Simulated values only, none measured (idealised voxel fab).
Process module, titled voxel self aligned vias
Section shown: cut. Width: 245 nm. Cell size: 5 nm, square.
Cross-section = grid of square cells, listed top down in bands; band = one or more rows.
Heads up on the band format: heights come first, top then bottom, in nm. After that it's the materials left to right, each with its width in nm. A single material flagged "throughout" fills the whole band edge to edge, and "blank" means there's empty space there.
Note: height 0 marks the level under which the wafer is uniformly one material as received. Lowest band unbounded below, written "0 down".
With a width like "30 to 40", each row of cells in the band differs from the next by the same amount, the top row carrying the first number and the bottom row the second.
A step reported as "remains unaltered" is a step in which no cell of the cross-section changed.
Reported under the label "Voids, fully enclosed" are the empty spaces having no open way to the top and comprising 8 cells or more; the notation for each is width x height at distance, in which the distance is measured from the left edge and all three values are in nm.
If you see something after the settings on a step's line, that's the simulator's own remark about that step.
The "overlay nm" setting may appear on a step's line; for a step that uses a mask, it gives how far to the right of its planned position the mask lay, and a negative value indicates the left.

### Steps planned for the process
- 1: RECEIVE, material Si
- 2: CONFORMAL_DEP, material SiO2, thk nm 10
- 3: CONFORMAL_DEP, material SiCN, thk nm 5
- 4: DIRECTIONAL_DEP, material SiO2, thk nm 20
- 5: DIRECTIONAL_DEP, material aC, thk nm 10
- 6: PATTERN, tone open, mask id LINES, material resist, width nm 30, pitch nm 60, thk nm 30, overlay nm 0
- 7: DIRECTIONAL_ETCH, etch materials aC, depth nm 10
- 8: STRIP, etch materials resist
- 9: DIRECTIONAL_ETCH, etch materials SiO2, depth nm 20
- 10: STRIP, etch materials aC
- 11: CONFORMAL_DEP, material TiN, thk nm 5
- 12: FILL_DEP, material W, thk nm 10
- 13: CMP, height nm 35
- 14: SELECTIVE_ETCH, etch materials W Ru TiN, depth nm 10
- 15: FILL_DEP, material SiN, thk nm 10
- 16: CMP, height nm 35
- 17: DIRECTIONAL_DEP, material SiO2, thk nm 15
- 18: MASKED_ETCH, tone open, mask id VIAS, width nm 40, etch materials SiO2, depth nm 15, overlay nm 0
- 19: MASKED_ETCH, tone open, mask id VIAS, width nm 40, etch materials SiN, depth nm 10, overlay nm 0
- 20: CONFORMAL_DEP, material TiN, thk nm 5
- 21: FILL_DEP, material W, thk nm 5
- 22: CMP, height nm 50
- 23: CONFORMAL_DEP, material SiN, thk nm 5

### The first of the two wafers, which ran as planned

### As received (post step 1): cross-section
0 down: Si throughout
Voids, fully enclosed: none

### Wafer section view after processing step 2
10 to 0: SiO2 throughout
Beneath the level 0, the cross-section is identical to its previous state.

### Wafer section view after processing step 3
15 to 10: SiCN throughout
Beneath the level 10, the cross-section is identical to its previous state.

### Wafer section view after processing step 4
35 to 15: SiO2 throughout
Beneath the level 15, the cross-section is identical to its previous state.

### Wafer section view after processing step 5
45 to 35: aC throughout
Beneath the level 35, the cross-section is identical to its previous state.

### Wafer section view after processing step 6
75 to 45: resist: 75, blank: 30, resist: 30, blank: 30, resist: 80
Beneath the level 45, the cross-section is identical to its previous state.

### Wafer section view after processing step 7
65 to 45: resist: 75, blank: 30, resist: 30, blank: 30, resist: 80
45 to 35: aC: 75, blank: 30, aC: 30, blank: 30, aC: 80
Beneath the level 35, the cross-section is identical to its previous state.

### Wafer section view after processing step 8
45 to 35: aC: 75, blank: 30, aC: 30, blank: 30, aC: 80
Beneath the level 35, the cross-section is identical to its previous state.

### Wafer section view after processing step 9
45 to 35: aC: 75, blank: 30, aC: 30, blank: 30, aC: 80
35 to 15: SiO2: 75, blank: 30, SiO2: 30, blank: 30, SiO2: 80
Beneath the level 15, the cross-section is identical to its previous state.

### Wafer section view after processing step 10
35 to 15: SiO2: 75, blank: 30, SiO2: 30, blank: 30, SiO2: 80
Beneath the level 15, the cross-section is identical to its previous state.

### Wafer section view after processing step 11
40 to 35: TiN: 80, blank: 20, TiN: 40, blank: 20, TiN: 85
35 to 20: SiO2: 75, TiN: 5, blank: 20, TiN: 5, SiO2: 30, TiN: 5, blank: 20, TiN: 5, SiO2: 80
20 to 15: SiO2: 75, TiN: 30, SiO2: 30, TiN: 30, SiO2: 80
Beneath the level 15, the cross-section is identical to its previous state.

### Wafer section view after processing step 12
50 to 40: W throughout
40 to 35: TiN: 80, W: 20, TiN: 40, W: 20, TiN: 85
35 to 20: SiO2: 75, TiN: 5, W: 20, TiN: 5, SiO2: 30, TiN: 5, W: 20, TiN: 5, SiO2: 80
Beneath the level 20, the cross-section is identical to its previous state.

### Wafer section view after processing step 13
35 to 20: SiO2: 75, TiN: 5, W: 20, TiN: 5, SiO2: 30, TiN: 5, W: 20, TiN: 5, SiO2: 80
Beneath the level 20, the cross-section is identical to its previous state.

### Wafer section view after processing step 14
35 to 25: SiO2: 75, blank: 30, SiO2: 30, blank: 30, SiO2: 80
Beneath the level 25, the cross-section is identical to its previous state.

### Wafer section view after processing step 15
45 to 35: SiN throughout
35 to 25: SiO2: 75, SiN: 30, SiO2: 30, SiN: 30, SiO2: 80
Beneath the level 25, the cross-section is identical to its previous state.

### Wafer section view after processing step 16
35 to 25: SiO2: 75, SiN: 30, SiO2: 30, SiN: 30, SiO2: 80
Beneath the level 25, the cross-section is identical to its previous state.

### Wafer section view after processing step 17
50 to 35: SiO2 throughout
Beneath the level 35, the cross-section is identical to its previous state.

### Wafer section view after processing step 18
50 to 35: SiO2: 70, blank: 40, SiO2: 135
Beneath the level 35, the cross-section is identical to its previous state.

### Wafer section view after processing step 19
50 to 35: SiO2: 70, blank: 40, SiO2: 135
35 to 25: SiO2: 75, blank: 30, SiO2: 30, SiN: 30, SiO2: 80
Beneath the level 25, the cross-section is identical to its previous state.

### Wafer section view after processing step 20
55 to 50: TiN: 75, blank: 30, TiN: 140
50 to 40: SiO2: 70, TiN: 5, blank: 30, TiN: 5, SiO2: 135
40 to 35: SiO2: 70, TiN: 10, blank: 20, TiN: 10, SiO2: 135
35 to 30: SiO2: 75, TiN: 5, blank: 20, TiN: 5, SiO2: 30, SiN: 30, SiO2: 80
30 to 25: SiO2: 75, TiN: 30, SiO2: 30, SiN: 30, SiO2: 80
Beneath the level 25, the cross-section is identical to its previous state.

### Wafer section view after processing step 21
60 to 55: W throughout
55 to 50: TiN: 75, W: 30, TiN: 140
50 to 40: SiO2: 70, TiN: 5, W: 30, TiN: 5, SiO2: 135
40 to 35: SiO2: 70, TiN: 10, W: 20, TiN: 10, SiO2: 135
35 to 30: SiO2: 75, TiN: 5, W: 20, TiN: 5, SiO2: 30, SiN: 30, SiO2: 80
Beneath the level 30, the cross-section is identical to its previous state.

### Wafer section view after processing step 22
50 to 40: SiO2: 70, TiN: 5, W: 30, TiN: 5, SiO2: 135
Beneath the level 40, the cross-section is identical to its previous state.

### Wafer section view after processing step 23
55 to 50: SiN throughout
Beneath the level 50, the cross-section is identical to its previous state.

### Second of two: same start, same plan, one run error; steps up to and including 5 match the first

### Second wafer cross-section, taken as of the time the plan sets for step 6 to be done
75 to 45: blank: 75, resist: 30, blank: 30, resist: 30, blank: 80
Beneath the level 45, the cross-section is identical to its previous state.

### Second wafer cross-section, taken as of the time the plan sets for step 7 to be done
65 to 45: blank: 75, resist: 30, blank: 30, resist: 30, blank: 80
45 to 35: blank: 75, aC: 30, blank: 30, aC: 30, blank: 80
Beneath the level 35, the cross-section is identical to its previous state.

### Second wafer cross-section, taken as of the time the plan sets for step 8 to be done
45 to 35: blank: 75, aC: 30, blank: 30, aC: 30, blank: 80
Beneath the level 35, the cross-section is identical to its previous state.

### Second wafer cross-section, taken as of the time the plan sets for step 9 to be done
45 to 35: blank: 75, aC: 30, blank: 30, aC: 30, blank: 80
35 to 15: blank: 75, SiO2: 30, blank: 30, SiO2: 30, blank: 80
Beneath the level 15, the cross-section is identical to its previous state.

### Second wafer cross-section, taken as of the time the plan sets for step 10 to be done
35 to 15: blank: 75, SiO2: 30, blank: 30, SiO2: 30, blank: 80
Beneath the level 15, the cross-section is identical to its previous state.

### Second wafer cross-section, taken as of the time the plan sets for step 11 to be done
40 to 35: blank: 70, TiN: 40, blank: 20, TiN: 40, blank: 75
35 to 20: blank: 70, TiN: 5, SiO2: 30, TiN: 5, blank: 20, TiN: 5, SiO2: 30, TiN: 5, blank: 75
20 to 15: TiN: 75, SiO2: 30, TiN: 30, SiO2: 30, TiN: 80
Beneath the level 15, the cross-section is identical to its previous state.

### Second wafer cross-section, taken as of the time the plan sets for step 12 to be done
50 to 40: W throughout
40 to 35: W: 70, TiN: 40, W: 20, TiN: 40, W: 75
35 to 20: W: 70, TiN: 5, SiO2: 30, TiN: 5, W: 20, TiN: 5, SiO2: 30, TiN: 5, W: 75
Beneath the level 20, the cross-section is identical to its previous state.

### Second wafer cross-section, taken as of the time the plan sets for step 13 to be done
35 to 20: W: 70, TiN: 5, SiO2: 30, TiN: 5, W: 20, TiN: 5, SiO2: 30, TiN: 5, W: 75
Beneath the level 20, the cross-section is identical to its previous state.

### Second wafer cross-section, taken as of the time the plan sets for step 14 to be done
35 to 25: blank: 75, SiO2: 30, blank: 30, SiO2: 30, blank: 80
Beneath the level 25, the cross-section is identical to its previous state.

### Second wafer cross-section, taken as of the time the plan sets for step 15 to be done
45 to 35: SiN throughout
35 to 25: SiN: 75, SiO2: 30, SiN: 30, SiO2: 30, SiN: 80
Beneath the level 25, the cross-section is identical to its previous state.

### Second wafer cross-section, taken as of the time the plan sets for step 16 to be done
35 to 25: SiN: 75, SiO2: 30, SiN: 30, SiO2: 30, SiN: 80
Beneath the level 25, the cross-section is identical to its previous state.

### Second wafer cross-section, taken as of the time the plan sets for step 17 to be done
50 to 35: SiO2 throughout
Beneath the level 35, the cross-section is identical to its previous state.

### Second wafer cross-section, taken as of the time the plan sets for step 18 to be done
50 to 35: SiO2: 70, blank: 40, SiO2: 135
Beneath the level 35, the cross-section is identical to its previous state.

### Second wafer cross-section, taken as of the time the plan sets for step 19 to be done
50 to 35: SiO2: 70, blank: 40, SiO2: 135
35 to 25: SiN: 70, blank: 5, SiO2: 30, blank: 5, SiN: 25, SiO2: 30, SiN: 80
Beneath the level 25, the cross-section is identical to its previous state.

### Second wafer cross-section, taken as of the time the plan sets for step 20 to be done
55 to 50: TiN: 75, blank: 30, TiN: 140
50 to 40: SiO2: 70, TiN: 5, blank: 30, TiN: 5, SiO2: 135
40 to 35: SiO2: 70, TiN: 40, SiO2: 135
35 to 25: SiN: 70, TiN: 5, SiO2: 30, TiN: 5, SiN: 25, SiO2: 30, SiN: 80
Beneath the level 25, the cross-section is identical to its previous state.

### Second wafer cross-section, taken as of the time the plan sets for step 21 to be done
60 to 55: W throughout
55 to 50: TiN: 75, W: 30, TiN: 140
50 to 40: SiO2: 70, TiN: 5, W: 30, TiN: 5, SiO2: 135
Beneath the level 40, the cross-section is identical to its previous state.

### Second wafer cross-section, taken as of the time the plan sets for step 22 to be done
50 to 40: SiO2: 70, TiN: 5, W: 30, TiN: 5, SiO2: 135
Beneath the level 40, the cross-section is identical to its previous state.

### Second wafer cross-section, taken as of the time the plan sets for step 23 to be done
55 to 50: SiN throughout
Beneath the level 50, the cross-section is identical to its previous state.
Run error: step 6 ran as: PATTERN, tone cover, mask id LINES, material resist, width nm 30, pitch nm 60, thk nm 30, overlay nm 0
Materials where the second wafer ends with more or fewer cells than the first: SiN +58; SiO2 -100; TiN +25; W +17
